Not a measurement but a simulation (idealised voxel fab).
process module | voxel released beams
cross-section cut | 255 nm wide | cells 5 nm
A cross-section is a grid of square cells, given in bands from the top down. A band is one or more rows of cells.
Each band's line starts with the height of the band's top and of its bottom, in nm. Then come its materials from left to right, each with its width in nm. One material with "throughout" fills the band from edge to edge. "air" is empty space.
Height 0 is the level under which the wafer as received is all one material. The lowest band goes on downwards, as in "0 down".
A width such as "30 to 40" changes by the same amount from each row of cells to the next, from the band's top row to its bottom row.
"no change" after a step means that no cell of the cross-section changed.
closed voids: empty space of 8 cells or more with no open way to the top, each as width x height at its distance from the left edge, in nm
after a step's settings: what the simulator itself notes on the step
overlay nm, on a step with a mask: how far to the right of its planned place the mask lay; to the left if negative
plan
1 op RECEIVE | material Si
2 op CONFORMAL_DEP | material Al2O3 | thk nm 5
3 op DIRECTIONAL_DEP | material SiO2 | thk nm 15
4 op MASKED_ETCH | tone open | mask id ANCHOR | width nm 40 | etch materials SiO2 | depth nm 15 | overlay nm 0
5 op CONFORMAL_DEP | material polySi | thk nm 15
6 op MASKED_ETCH | tone cover | mask id BEAM | width nm 125 | etch materials polySi | depth nm 15 | overlay nm 0
7 op STRIP | etch materials SiO2
as received, after step 1
  0 down: Si throughout
  closed voids: none
first wafer at the end, as planned
  35 to 20: air 60 | polySi 20 | air 10 | polySi 95 | air 70
  20 to 5: air 65 | polySi 40 | air 150
  5 to 0: Al2O3 throughout
  0 down: Si throughout
  closed voids: none
second wafer at the end: like start, like plan, one mistake
  20 to 5: air 60 | polySi 125 | air 70
  5 to 0: Al2O3 throughout
  0 down: Si throughout
  closed voids: none
what went wrong: step 3 was left out
at the end the second wafer has, in cells: 18 fewer of polySi
